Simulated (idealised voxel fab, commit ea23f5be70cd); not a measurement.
process module | voxel wiring stack
cross-section cut | 300 nm wide | cells 5 nm
A cross-section is a grid of square cells, given in bands from the top down. A band is one or more rows of cells.
Each band's line starts with the height of the band's top and of its bottom, in nm. Then come its materials from left to right, each with its width in nm. One material with "throughout" fills the band from edge to edge. "air" is empty space.
Height 0 is the level under which the wafer as received is all one material. The lowest band goes on downwards, as in "0 down".
A width such as "30 to 40" changes by the same amount from each row of cells to the next, from the band's top row to its bottom row.
"no change" after a step means that no cell of the cross-section changed.
closed voids: empty space of 8 cells or more with no open way to the top, each as width x height at its distance from the left edge, in nm
after a step's settings: what the simulator itself notes on the step
overlay nm, on a step with a mask: how far to the right of its planned place the mask lay; to the left if negative
plan
1 op RECEIVE | material Si
2 op CONFORMAL_DEP | material SiO2 | thk nm 15
3 op DIRECTIONAL_DEP | material TiN | thk nm 5
4 op DIRECTIONAL_DEP | material W | thk nm 25
5 op DIRECTIONAL_DEP | material aC | thk nm 15
6 op PATTERN | tone cover | mask id METAL_1 | material resist | width nm 20 | pitch nm 35 | thk nm 30 | overlay nm 0
7 op DIRECTIONAL_ETCH | etch materials aC | depth nm 15
8 op STRIP | etch materials resist
9 op DIRECTIONAL_ETCH | etch materials W | depth nm 25
10 op DIRECTIONAL_ETCH | etch materials TiN | depth nm 5
11 op STRIP | etch materials aC
12 op FILL_DEP | material SiO2 | thk nm 10
13 op CMP | height nm 45
14 op CONFORMAL_DEP | material SiCN | thk nm 5
15 op DIRECTIONAL_DEP | material lowk | thk nm 20
16 op PATTERN | tone open | mask id PLUG_1 | material resist | width nm 15 | thk nm 20 | overlay nm 0
17 op DIRECTIONAL_ETCH | etch materials lowk | depth nm 20
18 op DIRECTIONAL_ETCH | etch materials SiCN | depth nm 5
19 op STRIP | etch materials resist
20 op EPI | material Ru | thk nm 10
21 op EPI | material Ru | thk nm 10
22 op EPI | material Ru | thk nm 5
23 op DIRECTIONAL_DEP | material TiN | thk nm 5
24 op DIRECTIONAL_DEP | material W | thk nm 25
25 op DIRECTIONAL_DEP | material aC | thk nm 15
26 op PATTERN | tone cover | mask id METAL_2 | material resist | width nm 20 | pitch nm 35 | thk nm 35 | overlay nm 0
27 op DIRECTIONAL_ETCH | etch materials aC | depth nm 15
28 op STRIP | etch materials resist
29 op DIRECTIONAL_ETCH | etch materials W | depth nm 25
30 op DIRECTIONAL_ETCH | etch materials TiN | depth nm 5
31 op STRIP | etch materials aC
32 op CONFORMAL_DEP | material SiN | thk nm 5
33 op FILL_DEP | material SiO2 | thk nm 5
34 op CMP | height nm 100
35 op CONFORMAL_DEP | material SiCN | thk nm 5
36 op DIRECTIONAL_DEP | material SiO2 | thk nm 20
37 op PATTERN | tone open | mask id PLUG_2 | material resist | width nm 15 | thk nm 20 | overlay nm 0
38 op DIRECTIONAL_ETCH | etch materials SiO2 | depth nm 20
39 op DIRECTIONAL_ETCH | etch materials SiCN | depth nm 5
40 op STRIP | etch materials resist
41 op EPI | material Ru | thk nm 10
42 op EPI | material Ru | thk nm 10
43 op EPI | material Ru | thk nm 5
44 op DIRECTIONAL_DEP | material TiN | thk nm 5
45 op DIRECTIONAL_DEP | material Ru | thk nm 15
46 op MASKED_ETCH | tone cover | mask id METAL_3 | width nm 20 | pitch nm 35 | etch materials Ru | depth nm 15 | overlay nm 0
47 op MASKED_ETCH | tone cover | mask id METAL_3 | width nm 20 | pitch nm 35 | etch materials TiN | depth nm 5 | overlay nm 0
48 op CONFORMAL_DEP | material SiCN | thk nm 5
49 op FILL_DEP | material SiO2 | thk nm 5
50 op CMP | height nm 145
51 op CONFORMAL_DEP | material SiCN | thk nm 5
first wafer, as planned
as received, after step 1
  0 down: Si throughout
  closed voids: none
after step 2
  15 to 0: SiO2 throughout
  below 0: unchanged
after step 3
  20 to 15: TiN throughout
  below 15: unchanged
after step 4
  45 to 20: W throughout
  below 20: unchanged
after step 5
  60 to 45: aC throughout
  below 45: unchanged
after step 6
  90 to 60: air 120 | resist 20 | air 15 | resist 20 | air 125
  below 60: unchanged
after step 7
  75 to 60: air 120 | resist 20 | air 15 | resist 20 | air 125
  60 to 45: air 120 | aC 20 | air 15 | aC 20 | air 125
  below 45: unchanged
after step 8
  60 to 45: air 120 | aC 20 | air 15 | aC 20 | air 125
  below 45: unchanged
after step 9
  60 to 45: air 120 | aC 20 | air 15 | aC 20 | air 125
  45 to 20: air 120 | W 20 | air 15 | W 20 | air 125
  below 20: unchanged
after step 10
  60 to 45: air 120 | aC 20 | air 15 | aC 20 | air 125
  45 to 20: air 120 | W 20 | air 15 | W 20 | air 125
  20 to 15: air 120 | TiN 20 | air 15 | TiN 20 | air 125
  below 15: unchanged
after step 11
  45 to 20: air 120 | W 20 | air 15 | W 20 | air 125
  below 20: unchanged
after step 12
  55 to 45: SiO2 throughout
  45 to 20: SiO2 120 | W 20 | SiO2 15 | W 20 | SiO2 125
  20 to 15: SiO2 120 | TiN 20 | SiO2 15 | TiN 20 | SiO2 125
  below 15: unchanged
after step 13
  45 to 20: SiO2 120 | W 20 | SiO2 15 | W 20 | SiO2 125
  below 20: unchanged
after step 14
  50 to 45: SiCN throughout
  below 45: unchanged
after step 15
  70 to 50: lowk throughout
  below 50: unchanged
after step 16
  90 to 70: resist 120 | air 15 | resist 165
  below 70: unchanged
after step 17
  90 to 70: resist 120 | air 15 | resist 165
  70 to 50: lowk 120 | air 15 | lowk 165
  below 50: unchanged
after step 18
  90 to 70: resist 120 | air 15 | resist 165
  70 to 50: lowk 120 | air 15 | lowk 165
  50 to 45: SiCN 120 | air 15 | SiCN 165
  below 45: unchanged
after step 19
  70 to 50: lowk 120 | air 15 | lowk 165
  below 50: unchanged
after step 20
  70 to 55: lowk 120 | air 15 | lowk 165
  55 to 50: lowk 120 | Ru 15 | lowk 165
  50 to 45: SiCN 120 | Ru 15 | SiCN 165
  below 45: unchanged
after step 21
  70 to 65: lowk 120 | air 15 | lowk 165
  65 to 50: lowk 120 | Ru 15 | lowk 165
  below 50: unchanged
after step 22
  70 to 50: lowk 120 | Ru 15 | lowk 165
  below 50: unchanged
after step 23
  75 to 70: TiN throughout
  below 70: unchanged
after step 24
  100 to 75: W throughout
  below 75: unchanged
after step 25
  115 to 100: aC throughout
  below 100: unchanged
after step 26
  150 to 115: air 120 | resist 20 | air 15 | resist 20 | air 125
  below 115: unchanged
after step 27
  135 to 115: air 120 | resist 20 | air 15 | resist 20 | air 125
  115 to 100: air 120 | aC 20 | air 15 | aC 20 | air 125
  below 100: unchanged
after step 28
  115 to 100: air 120 | aC 20 | air 15 | aC 20 | air 125
  below 100: unchanged
after step 29
  115 to 100: air 120 | aC 20 | air 15 | aC 20 | air 125
  100 to 75: air 120 | W 20 | air 15 | W 20 | air 125
  below 75: unchanged
after step 30
  115 to 100: air 120 | aC 20 | air 15 | aC 20 | air 125
  100 to 75: air 120 | W 20 | air 15 | W 20 | air 125
  75 to 70: air 120 | TiN 20 | air 15 | TiN 20 | air 125
  below 70: unchanged
after step 31
  100 to 75: air 120 | W 20 | air 15 | W 20 | air 125
  below 75: unchanged
after step 32
  105 to 100: air 115 | SiN 30 | air 5 | SiN 30 | air 120
  100 to 75: air 115 | SiN 5 | W 20 | SiN 5 | air 5 | SiN 5 | W 20 | SiN 5 | air 120
  75 to 70: SiN 120 | TiN 20 | SiN 15 | TiN 20 | SiN 125
  below 70: unchanged
after step 33
  110 to 105: SiO2 throughout
  105 to 100: SiO2 115 | SiN 30 | SiO2 5 | SiN 30 | SiO2 120
  100 to 75: SiO2 115 | SiN 5 | W 20 | SiN 5 | SiO2 5 | SiN 5 | W 20 | SiN 5 | SiO2 120
  below 75: unchanged
after step 34
  100 to 75: SiO2 115 | SiN 5 | W 20 | SiN 5 | SiO2 5 | SiN 5 | W 20 | SiN 5 | SiO2 120
  below 75: unchanged
after step 35
  105 to 100: SiCN throughout
  below 100: unchanged
after step 36
  125 to 105: SiO2 throughout
  below 105: unchanged
after step 37
  145 to 125: resist 120 | air 15 | resist 165
  below 125: unchanged
after step 38
  145 to 125: resist 120 | air 15 | resist 165
  125 to 105: SiO2 120 | air 15 | SiO2 165
  below 105: unchanged
after step 39
  145 to 125: resist 120 | air 15 | resist 165
  125 to 105: SiO2 120 | air 15 | SiO2 165
  105 to 100: SiCN 120 | air 15 | SiCN 165
  below 100: unchanged
after step 40
  125 to 105: SiO2 120 | air 15 | SiO2 165
  below 105: unchanged
after step 41
  125 to 110: SiO2 120 | air 15 | SiO2 165
  110 to 105: SiO2 120 | Ru 15 | SiO2 165
  105 to 100: SiCN 120 | Ru 15 | SiCN 165
  below 100: unchanged
after step 42
  125 to 120: SiO2 120 | air 15 | SiO2 165
  120 to 105: SiO2 120 | Ru 15 | SiO2 165
  below 105: unchanged
after step 43
  125 to 105: SiO2 120 | Ru 15 | SiO2 165
  below 105: unchanged
after step 44
  130 to 125: TiN throughout
  below 125: unchanged
after step 45
  145 to 130: Ru throughout
  below 130: unchanged
after step 46
  145 to 130: air 120 | Ru 20 | air 15 | Ru 20 | air 125
  below 130: unchanged
after step 47
  145 to 130: air 120 | Ru 20 | air 15 | Ru 20 | air 125
  130 to 125: air 120 | TiN 20 | air 15 | TiN 20 | air 125
  below 125: unchanged
after step 48
  150 to 145: air 115 | SiCN 30 | air 5 | SiCN 30 | air 120
  145 to 130: air 115 | SiCN 5 | Ru 20 | SiCN 5 | air 5 | SiCN 5 | Ru 20 | SiCN 5 | air 120
  130 to 125: SiCN 120 | TiN 20 | SiCN 15 | TiN 20 | SiCN 125
  below 125: unchanged
after step 49
  155 to 150: SiO2 throughout
  150 to 145: SiO2 115 | SiCN 30 | SiO2 5 | SiCN 30 | SiO2 120
  145 to 130: SiO2 115 | SiCN 5 | Ru 20 | SiCN 5 | SiO2 5 | SiCN 5 | Ru 20 | SiCN 5 | SiO2 120
  below 130: unchanged
after step 50
  145 to 130: SiO2 115 | SiCN 5 | Ru 20 | SiCN 5 | SiO2 5 | SiCN 5 | Ru 20 | SiCN 5 | SiO2 120
  below 130: unchanged
after step 51
  150 to 145: SiCN throughout
  below 145: unchanged
second wafer: like start, like plan, one mistake. Through step 43 it matches the first wafer
when step 44 should have ended: no change
when step 45 should have ended
  140 to 125: Ru throughout
  below 125: unchanged
when step 46 should have ended
  140 to 125: air 120 | Ru 20 | air 15 | Ru 20 | air 125
  below 125: unchanged
when step 47 should have ended: no change
when step 48 should have ended
  145 to 140: air 115 | SiCN 30 | air 5 | SiCN 30 | air 120
  140 to 130: air 115 | SiCN 5 | Ru 20 | SiCN 5 | air 5 | SiCN 5 | Ru 20 | SiCN 5 | air 120
  130 to 125: SiCN 120 | Ru 20 | SiCN 15 | Ru 20 | SiCN 125
  below 125: unchanged
when step 49 should have ended
  150 to 145: SiO2 throughout
  145 to 140: SiO2 115 | SiCN 30 | SiO2 5 | SiCN 30 | SiO2 120
  140 to 130: SiO2 115 | SiCN 5 | Ru 20 | SiCN 5 | SiO2 5 | SiCN 5 | Ru 20 | SiCN 5 | SiO2 120
  below 130: unchanged
when step 50 should have ended
  145 to 140: SiO2 115 | SiCN 30 | SiO2 5 | SiCN 30 | SiO2 120
  below 140: unchanged
when step 51 should have ended
  150 to 145: SiCN throughout
  below 145: unchanged
what went wrong: step 44 was left out
at the end the second wafer has, in cells: 8 more of SiCN | 8 fewer of TiN
